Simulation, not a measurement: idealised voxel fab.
The process module presented herein is designated voxel lift off.
155 nm wide, 5 nm square cells: that's cross-section cut.
This document writes a cross-section as a grid whose cells are square, and gives it as bands, listed from the top down; one or more rows of cells form a band.
First you get the band's top height and its bottom height, in nm, and then the materials it's made of, left to right, with each width in nm. If you see a single material with "all across", that one covers the band edge to edge. "empty" is empty space.
Counting heights begins at 0, where everything beneath is, in the wafer as received, one material. The lowest band has no bottom; it goes on downwards, as "0..down" shows.
Width spec "30->40" -> top row of cells at first value, bottom row at second value, equal per-row change in between.
Where the words "remained the same" appear for a step, the cross-section shows no cell changed by that step; every cell remained as before.
Reported under the label "Voids, sealed" are the empty spaces having no open way to the top and comprising 8 cells or more; the notation for each is width x height at distance, in which the distance is measured from the left edge and all three values are in nm.
Text after the settings on a step's line: the simulator's own remark on that step.
When a step includes a mask, the "overlay nm" setting on its line states how far to the right of its planned place that mask lay, and negative values state how far to the left.

Plan
| 1 | RECEIVE: material Si |
| 2 | CONFORMAL_DEP: material Al2O3, thk nm 15 |
| 3 | PATTERN: tone open, mask id LINES, material resist, width nm 15, pitch nm 40, thk nm 25, overlay nm 0 |
| 4 | DIRECTIONAL_DEP: material Ru, thk nm 15 |
| 5 | STRIP: etch materials resist |
| 6 | CONFORMAL_DEP: material SiO2, thk nm 5 |

Cross-section, incoming material, after step 1
- 0..down: Si all across
- Voids, sealed: none

As-planned run: cross-section of the first of two wafers at end of module
- 35..30: 25 empty, 25 SiO2, 15 empty, 25 SiO2, 15 empty, 25 SiO2, 25 empty
- 30..20: 25 empty, 5 SiO2, 15 Ru, 5 SiO2, 15 empty, 5 SiO2, 15 Ru, 5 SiO2, 15 empty, 5 SiO2, 15 Ru, 5 SiO2, 25 empty
- 20..15: 30 SiO2, 15 Ru, 25 SiO2, 15 Ru, 25 SiO2, 15 Ru, 30 SiO2
- 15..0: Al2O3 all across
- 0..down: Si all across
- Voids, sealed: none

Module end: cross-section of wafer two of two. Same start and process plan as the first wafer. One mistake during execution
- 35..30: 25 empty, 30 SiO2, 10 empty, 30 SiO2, 10 empty, 30 SiO2, 20 empty
- 30..20: 25 empty, 5 SiO2, 20 Ru, 5 SiO2, 10 empty, 5 SiO2, 20 Ru, 5 SiO2, 10 empty, 5 SiO2, 20 Ru, 5 SiO2, 20 empty
- 20..15: 30 SiO2, 20 Ru, 20 SiO2, 20 Ru, 20 SiO2, 20 Ru, 25 SiO2
- 15..0: Al2O3 all across
- 0..down: Si all across
- Voids, sealed: none
Processing error: step 3: run off-plan, actual operation and settings PATTERN: tone open, mask id LINES, material resist, width nm 20, pitch nm 40, thk nm 25, overlay nm 0
Final wafer comparison in cells, second versus first, more or fewer per material: Ru +9
